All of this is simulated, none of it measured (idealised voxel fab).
The following is a process module called voxel transistor to metal.
Square cell edge 5 nm, section width 140 nm, ID cut.
The cross-sections in this document take the form of a grid made of square cells. They are written out as bands, in order from top to bottom. Each band consists of one or more rows of cells. The entry gives the band's vertical extent as a top height and a bottom height in nm, then its horizontal make-up as materials from left to right, each with a width in nm. "air" stands for empty space; a single material marked "all across" fills the band edge to edge. A quick word on heights: they are counted from 0, and under that level the wafer as it came to us is one material throughout. The lowest band is different from the rest in having no bottom; it simply continues downward, written as in "0 and below". Quick explanation for "30..40": the width changes in equal steps down the rows of cells, from the first number in the band's top row to the second number in its bottom row. Take "no alteration" at face value: in the step it is given for, the cross-section changed in none of its cells. Closed-off voids of 8+ cells (no open route to the top) go in "Encapsulated voids", written width x height at distance from the left edge, in nm. Where a step's line continues beyond its settings, the continuation is a remark by the simulator itself on that step. When a step includes a mask, the "overlay nm" setting on its line states how far to the right of its planned place that mask lay, and negative values state how far to the left.
Intended process steps:
step 1: RECEIVE, material Si
step 2: CONFORMAL_DEP, material SiO2, thk nm 5
step 3: CONFORMAL_DEP, material SiN, thk nm 10
step 4: MASKED_ETCH, tone cover, mask id ACTIVE, width nm 100, etch materials SiN, depth nm 10, overlay nm 0
step 5: MASKED_ETCH, tone cover, mask id ACTIVE, width nm 100, etch materials SiO2, depth nm 5, overlay nm 0
step 6: MASKED_ETCH, tone cover, mask id ACTIVE, width nm 100, etch materials Si, depth nm 35, overlay nm 0
step 7: FILL_DEP, material SiO2, thk nm 10
step 8: CMP, height nm 15
step 9: SELECTIVE_ETCH, etch materials SiO2, depth nm 5
step 10: STRIP, etch materials SiN
step 11: SELECTIVE_ETCH, etch materials SiO2, depth nm 5
step 12: OXIDIZE, depth nm 5
step 13: DIRECTIONAL_DEP, material polySi, thk nm 25
step 14: DIRECTIONAL_DEP, material SiCN, thk nm 10
step 15: MASKED_ETCH, tone cover, mask id GATE, width nm 30, etch materials SiCN, depth nm 20, overlay nm 0
step 16: MASKED_ETCH, tone cover, mask id GATE, width nm 30, etch materials polySi, depth nm 35, overlay nm 0
step 17: CONFORMAL_DEP, material SiN, thk nm 10
step 18: DIRECTIONAL_ETCH, etch materials SiN, depth nm 10
step 19: DIRECTIONAL_ETCH, etch materials SiO2, depth nm 5
step 20: DIRECTIONAL_ETCH, etch materials Si, depth nm 15
step 21: EPI, material SiGe, thk nm 15
step 22: FILL_DEP, material SiO2, thk nm 10
step 23: CMP, height nm 25
step 24: STRIP, etch materials polySi
step 25: SELECTIVE_ETCH, etch materials SiO2, depth nm 5
step 26: CONFORMAL_DEP, material HfO2, thk nm 5
step 27: CONFORMAL_DEP, material TiN, thk nm 5
step 28: FILL_DEP, material W, thk nm 10
step 29: CMP, height nm 20
step 30: DIRECTIONAL_DEP, material SiO2, thk nm 10
step 31: MASKED_ETCH, tone open, mask id CONTACT, width nm 15, pitch nm 75, etch materials SiO2, depth nm 20, overlay nm 0
step 32: CONFORMAL_DEP, material TiN, thk nm 5
step 33: FILL_DEP, material W, thk nm 10
step 34: CMP, height nm 30
step 35: CONFORMAL_DEP, material SiN, thk nm 5
step 36: DIRECTIONAL_DEP, material lowk, thk nm 20
step 37: MASKED_ETCH, tone open, mask id METAL_1, width nm 15, pitch nm 75, etch materials lowk, depth nm 20, overlay nm 0
step 38: MASKED_ETCH, tone open, mask id METAL_1, width nm 15, pitch nm 75, etch materials SiN, depth nm 5, overlay nm 0
step 39: CONFORMAL_DEP, material TiN, thk nm 5
step 40: FILL_DEP, material Cu, thk nm 10
step 41: CMP, height nm 55
step 42: CONFORMAL_DEP, material SiN, thk nm 5
Of two wafers, the first: run according to plan:
Wafer as received: cross-section following step 1:
    0 and below = Si all across
    Encapsulated voids: none
Wafer after step 2 (cross-section):
    5 down to 0 = SiO2 all across
    Under 0: no change, same as before.
Wafer after step 3 (cross-section):
    15 down to 5 = SiN all across
    Under 5: no change, same as before.
Wafer after step 4 (cross-section):
    15 down to 5 = air: 20 / SiN: 100 / air: 20
    Under 5: no change, same as before.
Wafer after step 5 (cross-section):
    15 down to 5 = air: 20 / SiN: 100 / air: 20
    5 down to 0 = air: 20 / SiO2: 100 / air: 20
    Under 0: no change, same as before.
Wafer after step 6 (cross-section):
    15 down to 5 = air: 20 / SiN: 100 / air: 20
    5 down to 0 = air: 20 / SiO2: 100 / air: 20
    0 down to -35 = air: 20 / Si: 100 / air: 20
    Under -35: no change, same as before.
Wafer after step 7 (cross-section):
    25 down to 15 = SiO2 all across
    15 down to 5 = SiO2: 20 / SiN: 100 / SiO2: 20
    5 down to 0 = SiO2 all across
    0 down to -35 = SiO2: 20 / Si: 100 / SiO2: 20
    Under -35: no change, same as before.
Wafer after step 8 (cross-section):
    15 down to 5 = SiO2: 20 / SiN: 100 / SiO2: 20
    Under 5: no change, same as before.
Wafer after step 9 (cross-section):
    15 down to 10 = air: 20 / SiN: 100 / air: 20
    Under 10: no change, same as before.
Wafer after step 10 (cross-section):
    10 down to 5 = SiO2: 20 / air: 100 / SiO2: 20
    Under 5: no change, same as before.
Wafer after step 11 (cross-section):
    5 down to 0 = SiO2: 15 / air: 110 / SiO2: 15
    Under 0: no change, same as before.
Wafer after step 12 (cross-section):
    5 down to 0 = SiO2: 15 / air: 110 / SiO2: 15
    0 down to -5 = SiO2 all across
    Under -5: no change, same as before.
Wafer after step 13 (cross-section):
    30 down to 25 = polySi: 15 / air: 110 / polySi: 15
    25 down to 5 = polySi all across
    5 down to 0 = SiO2: 15 / polySi: 110 / SiO2: 15
    Under 0: no change, same as before.
Wafer after step 14 (cross-section):
    40 down to 35 = SiCN: 15 / air: 110 / SiCN: 15
    35 down to 30 = SiCN all across
    30 down to 25 = polySi: 15 / SiCN: 110 / polySi: 15
    Under 25: no change, same as before.
Wafer after step 15 (cross-section):
    35 down to 30 = air: 55 / SiCN: 30 / air: 55
    30 down to 25 = polySi: 15 / air: 40 / SiCN: 30 / air: 40 / polySi: 15
    Under 25: no change, same as before.
Wafer after step 16 (cross-section):
    35 down to 25 = air: 55 / SiCN: 30 / air: 55
    25 down to 5 = air: 55 / polySi: 30 / air: 55
    5 down to 0 = SiO2: 15 / air: 40 / polySi: 30 / air: 40 / SiO2: 15
    Under 0: no change, same as before.
Wafer after step 17 (cross-section):
    45 down to 35 = air: 45 / SiN: 50 / air: 45
    35 down to 25 = air: 45 / SiN: 10 / SiCN: 30 / SiN: 10 / air: 45
    25 down to 15 = air: 45 / SiN: 10 / polySi: 30 / SiN: 10 / air: 45
    15 down to 10 = SiN: 25 / air: 20 / SiN: 10 / polySi: 30 / SiN: 10 / air: 20 / SiN: 25
    10 down to 5 = SiN: 55 / polySi: 30 / SiN: 55
    5 down to 0 = SiO2: 15 / SiN: 40 / polySi: 30 / SiN: 40 / SiO2: 15
    Under 0: no change, same as before.
Wafer after step 18 (cross-section):
    35 down to 25 = air: 45 / SiN: 10 / SiCN: 30 / SiN: 10 / air: 45
    25 down to 5 = air: 45 / SiN: 10 / polySi: 30 / SiN: 10 / air: 45
    5 down to 0 = SiO2: 15 / SiN: 10 / air: 20 / SiN: 10 / polySi: 30 / SiN: 10 / air: 20 / SiN: 10 / SiO2: 15
    Under 0: no change, same as before.
Wafer after step 19 (cross-section):
    35 down to 25 = air: 45 / SiN: 10 / SiCN: 30 / SiN: 10 / air: 45
    25 down to 5 = air: 45 / SiN: 10 / polySi: 30 / SiN: 10 / air: 45
    5 down to 0 = air: 15 / SiN: 10 / air: 20 / SiN: 10 / polySi: 30 / SiN: 10 / air: 20 / SiN: 10 / air: 15
    0 down to -5 = SiO2: 25 / air: 20 / SiO2: 50 / air: 20 / SiO2: 25
    Under -5: no change, same as before.
Wafer after step 20 (cross-section):
    35 down to 25 = air: 45 / SiN: 10 / SiCN: 30 / SiN: 10 / air: 45
    25 down to 5 = air: 45 / SiN: 10 / polySi: 30 / SiN: 10 / air: 45
    5 down to 0 = air: 15 / SiN: 10 / air: 20 / SiN: 10 / polySi: 30 / SiN: 10 / air: 20 / SiN: 10 / air: 15
    0 down to -5 = SiO2: 25 / air: 20 / SiO2: 50 / air: 20 / SiO2: 25
    -5 down to -20 = SiO2: 20 / Si: 5 / air: 20 / Si: 50 / air: 20 / Si: 5 / SiO2: 20
    Under -20: no change, same as before.
Wafer after step 21 (cross-section):
    35 down to 25 = air: 45 / SiN: 10 / SiCN: 30 / SiN: 10 / air: 45
    25 down to 10 = air: 45 / SiN: 10 / polySi: 30 / SiN: 10 / air: 45
    10 down to 5 = air: 20 / SiGe: 25 / SiN: 10 / polySi: 30 / SiN: 10 / SiGe: 25 / air: 20
    5 down to 0 = air: 15 / SiN: 10 / SiGe: 20 / SiN: 10 / polySi: 30 / SiN: 10 / SiGe: 20 / SiN: 10 / air: 15
    0 down to -5 = SiO2: 25 / SiGe: 20 / SiO2: 50 / SiGe: 20 / SiO2: 25
    -5 down to -20 = SiO2: 20 / Si: 5 / SiGe: 20 / Si: 50 / SiGe: 20 / Si: 5 / SiO2: 20
    Under -20: no change, same as before.
Wafer after step 22 (cross-section):
    45 down to 35 = SiO2 all across
    35 down to 25 = SiO2: 45 / SiN: 10 / SiCN: 30 / SiN: 10 / SiO2: 45
    25 down to 10 = SiO2: 45 / SiN: 10 / polySi: 30 / SiN: 10 / SiO2: 45
    10 down to 5 = SiO2: 20 / SiGe: 25 / SiN: 10 / polySi: 30 / SiN: 10 / SiGe: 25 / SiO2: 20
    5 down to 0 = SiO2: 15 / SiN: 10 / SiGe: 20 / SiN: 10 / polySi: 30 / SiN: 10 / SiGe: 20 / SiN: 10 / SiO2: 15
    Under 0: no change, same as before.
Wafer after step 23 (cross-section):
    25 down to 10 = SiO2: 45 / SiN: 10 / polySi: 30 / SiN: 10 / SiO2: 45
    Under 10: no change, same as before.
Wafer after step 24 (cross-section):
    25 down to 10 = SiO2: 45 / SiN: 10 / air: 30 / SiN: 10 / SiO2: 45
    10 down to 5 = SiO2: 20 / SiGe: 25 / SiN: 10 / air: 30 / SiN: 10 / SiGe: 25 / SiO2: 20
    5 down to 0 = SiO2: 15 / SiN: 10 / SiGe: 20 / SiN: 10 / air: 30 / SiN: 10 / SiGe: 20 / SiN: 10 / SiO2: 15
    Under 0: no change, same as before.
Wafer after step 25 (cross-section):
    25 down to 20 = air: 45 / SiN: 10 / air: 30 / SiN: 10 / air: 45
    20 down to 10 = SiO2: 45 / SiN: 10 / air: 30 / SiN: 10 / SiO2: 45
    10 down to 5 = SiO2: 20 / SiGe: 25 / SiN: 10 / air: 30 / SiN: 10 / SiGe: 25 / SiO2: 20
    5 down to 0 = SiO2: 15 / SiN: 10 / SiGe: 20 / SiN: 10 / air: 30 / SiN: 10 / SiGe: 20 / SiN: 10 / SiO2: 15
    0 down to -5 = SiO2: 25 / SiGe: 20 / SiO2: 5 / air: 40 / SiO2: 5 / SiGe: 20 / SiO2: 25
    Under -5: no change, same as before.
Wafer after step 26 (cross-section):
    30 down to 25 = air: 40 / HfO2: 20 / air: 20 / HfO2: 20 / air: 40
    25 down to 20 = HfO2: 45 / SiN: 10 / HfO2: 5 / air: 20 / HfO2: 5 / SiN: 10 / HfO2: 45
    20 down to 10 = SiO2: 45 / SiN: 10 / HfO2: 5 / air: 20 / HfO2: 5 / SiN: 10 / SiO2: 45
    10 down to 5 = SiO2: 20 / SiGe: 25 / SiN: 10 / HfO2: 5 / air: 20 / HfO2: 5 / SiN: 10 / SiGe: 25 / SiO2: 20
    5 down to 0 = SiO2: 15 / SiN: 10 / SiGe: 20 / SiN: 10 / HfO2: 5 / air: 20 / HfO2: 5 / SiN: 10 / SiGe: 20 / SiN: 10 / SiO2: 15
    0 down to -5 = SiO2: 25 / SiGe: 20 / SiO2: 5 / HfO2: 40 / SiO2: 5 / SiGe: 20 / SiO2: 25
    Under -5: no change, same as before.
Wafer after step 27 (cross-section):
    35 down to 30 = air: 35 / TiN: 30 / air: 10 / TiN: 30 / air: 35
    30 down to 25 = TiN: 40 / HfO2: 20 / TiN: 5 / air: 10 / TiN: 5 / HfO2: 20 / TiN: 40
    25 down to 20 = HfO2: 45 / SiN: 10 / HfO2: 5 / TiN: 5 / air: 10 / TiN: 5 / HfO2: 5 / SiN: 10 / HfO2: 45
    20 down to 10 = SiO2: 45 / SiN: 10 / HfO2: 5 / TiN: 5 / air: 10 / TiN: 5 / HfO2: 5 / SiN: 10 / SiO2: 45
    10 down to 5 = SiO2: 20 / SiGe: 25 / SiN: 10 / HfO2: 5 / TiN: 5 / air: 10 / TiN: 5 / HfO2: 5 / SiN: 10 / SiGe: 25 / SiO2: 20
    5 down to 0 = SiO2: 15 / SiN: 10 / SiGe: 20 / SiN: 10 / HfO2: 5 / TiN: 20 / HfO2: 5 / SiN: 10 / SiGe: 20 / SiN: 10 / SiO2: 15
    Under 0: no change, same as before.
Wafer after step 28 (cross-section):
    45 down to 35 = W all across
    35 down to 30 = W: 35 / TiN: 30 / W: 10 / TiN: 30 / W: 35
    30 down to 25 = TiN: 40 / HfO2: 20 / TiN: 5 / W: 10 / TiN: 5 / HfO2: 20 / TiN: 40
    25 down to 20 = HfO2: 45 / SiN: 10 / HfO2: 5 / TiN: 5 / W: 10 / TiN: 5 / HfO2: 5 / SiN: 10 / HfO2: 45
    20 down to 10 = SiO2: 45 / SiN: 10 / HfO2: 5 / TiN: 5 / W: 10 / TiN: 5 / HfO2: 5 / SiN: 10 / SiO2: 45
    10 down to 5 = SiO2: 20 / SiGe: 25 / SiN: 10 / HfO2: 5 / TiN: 5 / W: 10 / TiN: 5 / HfO2: 5 / SiN: 10 / SiGe: 25 / SiO2: 20
    Under 5: no change, same as before.
Wafer after step 29 (cross-section):
    20 down to 10 = SiO2: 45 / SiN: 10 / HfO2: 5 / TiN: 5 / W: 10 / TiN: 5 / HfO2: 5 / SiN: 10 / SiO2: 45
    Under 10: no change, same as before.
Wafer after step 30 (cross-section):
    30 down to 20 = SiO2 all across
    Under 20: no change, same as before.
Wafer after step 31 (cross-section):
    30 down to 20 = SiO2: 25 / air: 15 / SiO2: 60 / air: 15 / SiO2: 25
    20 down to 10 = SiO2: 25 / air: 15 / SiO2: 5 / SiN: 10 / HfO2: 5 / TiN: 5 / W: 10 / TiN: 5 / HfO2: 5 / SiN: 10 / SiO2: 5 / air: 15 / SiO2: 25
    Under 10: no change, same as before.
Wafer after step 32 (cross-section):
    35 down to 30 = TiN: 30 / air: 5 / TiN: 70 / air: 5 / TiN: 30
    30 down to 20 = SiO2: 25 / TiN: 5 / air: 5 / TiN: 5 / SiO2: 60 / TiN: 5 / air: 5 / TiN: 5 / SiO2: 25
    20 down to 15 = SiO2: 25 / TiN: 5 / air: 5 / TiN: 5 / SiO2: 5 / SiN: 10 / HfO2: 5 / TiN: 5 / W: 10 / TiN: 5 / HfO2: 5 / SiN: 10 / SiO2: 5 / TiN: 5 / air: 5 / TiN: 5 / SiO2: 25
    15 down to 10 = SiO2: 25 / TiN: 15 / SiO2: 5 / SiN: 10 / HfO2: 5 / TiN: 5 / W: 10 / TiN: 5 / HfO2: 5 / SiN: 10 / SiO2: 5 / TiN: 15 / SiO2: 25
    Under 10: no change, same as before.
Wafer after step 33 (cross-section):
    45 down to 35 = W all across
    35 down to 30 = TiN: 30 / W: 5 / TiN: 70 / W: 5 / TiN: 30
    30 down to 20 = SiO2: 25 / TiN: 5 / W: 5 / TiN: 5 / SiO2: 60 / TiN: 5 / W: 5 / TiN: 5 / SiO2: 25
    20 down to 15 = SiO2: 25 / TiN: 5 / W: 5 / TiN: 5 / SiO2: 5 / SiN: 10 / HfO2: 5 / TiN: 5 / W: 10 / TiN: 5 / HfO2: 5 / SiN: 10 / SiO2: 5 / TiN: 5 / W: 5 / TiN: 5 / SiO2: 25
    Under 15: no change, same as before.
Wafer after step 34 (cross-section):
    30 down to 20 = SiO2: 25 / TiN: 5 / W: 5 / TiN: 5 / SiO2: 60 / TiN: 5 / W: 5 / TiN: 5 / SiO2: 25
    Under 20: no change, same as before.
Wafer after step 35 (cross-section):
    35 down to 30 = SiN all across
    Under 30: no change, same as before.
Wafer after step 36 (cross-section):
    55 down to 35 = lowk all across
    Under 35: no change, same as before.
Wafer after step 37 (cross-section):
    55 down to 35 = lowk: 25 / air: 15 / lowk: 60 / air: 15 / lowk: 25
    Under 35: no change, same as before.
Wafer after step 38 (cross-section):
    55 down to 35 = lowk: 25 / air: 15 / lowk: 60 / air: 15 / lowk: 25
    35 down to 30 = SiN: 25 / air: 15 / SiN: 60 / air: 15 / SiN: 25
    Under 30: no change, same as before.
Wafer after step 39 (cross-section):
    60 down to 55 = TiN: 30 / air: 5 / TiN: 70 / air: 5 / TiN: 30
    55 down to 35 = lowk: 25 / TiN: 5 / air: 5 / TiN: 5 / lowk: 60 / TiN: 5 / air: 5 / TiN: 5 / lowk: 25
    35 down to 30 = SiN: 25 / TiN: 15 / SiN: 60 / TiN: 15 / SiN: 25
    Under 30: no change, same as before.
Wafer after step 40 (cross-section):
    70 down to 60 = Cu all across
    60 down to 55 = TiN: 30 / Cu: 5 / TiN: 70 / Cu: 5 / TiN: 30
    55 down to 35 = lowk: 25 / TiN: 5 / Cu: 5 / TiN: 5 / lowk: 60 / TiN: 5 / Cu: 5 / TiN: 5 / lowk: 25
    Under 35: no change, same as before.
Wafer after step 41 (cross-section):
    55 down to 35 = lowk: 25 / TiN: 5 / Cu: 5 / TiN: 5 / lowk: 60 / TiN: 5 / Cu: 5 / TiN: 5 / lowk: 25
    Under 35: no change, same as before.
Wafer after step 42 (cross-section):
    60 down to 55 = SiN all across
    Under 55: no change, same as before.
For the second wafer, take the first wafer's start and plan, then add one mistake made in running it; everything through step 36, that step included, is shared with the first:
when step 37 should have ended:
    55 down to 35 = lowk: 15 / air: 15 / lowk: 60 / air: 15 / lowk: 35
    Under 35: no change, same as before.
when step 38 should have ended:
    55 down to 35 = lowk: 15 / air: 15 / lowk: 60 / air: 15 / lowk: 35
    35 down to 30 = SiN: 25 / air: 5 / SiN: 70 / air: 5 / SiN: 35
    Under 30: no change, same as before.
when step 39 should have ended:
    60 down to 55 = TiN: 20 / air: 5 / TiN: 70 / air: 5 / TiN: 40
    55 down to 40 = lowk: 15 / TiN: 5 / air: 5 / TiN: 5 / lowk: 60 / TiN: 5 / air: 5 / TiN: 5 / lowk: 35
    40 down to 35 = lowk: 15 / TiN: 15 / lowk: 60 / TiN: 15 / lowk: 35
    35 down to 30 = SiN: 25 / TiN: 5 / SiN: 70 / TiN: 5 / SiN: 35
    Under 30: no change, same as before.
when step 40 should have ended:
    70 down to 60 = Cu all across
    60 down to 55 = TiN: 20 / Cu: 5 / TiN: 70 / Cu: 5 / TiN: 40
    55 down to 40 = lowk: 15 / TiN: 5 / Cu: 5 / TiN: 5 / lowk: 60 / TiN: 5 / Cu: 5 / TiN: 5 / lowk: 35
    Under 40: no change, same as before.
when step 41 should have ended:
    55 down to 40 = lowk: 15 / TiN: 5 / Cu: 5 / TiN: 5 / lowk: 60 / TiN: 5 / Cu: 5 / TiN: 5 / lowk: 35
    Under 40: no change, same as before.
when step 42 should have ended:
    60 down to 55 = SiN all across
    Under 55: no change, same as before.
Diagnosis: contrary to plan, step 37 was performed as MASKED_ETCH, tone open, mask id METAL_1, width nm 15, pitch nm 75, etch materials lowk, depth nm 20, overlay nm -10
End check, counted in cells, second wafer has more or fewer of these materials than the first: Cu: 2 fewer | SiN: 4 more | TiN: 2 fewer
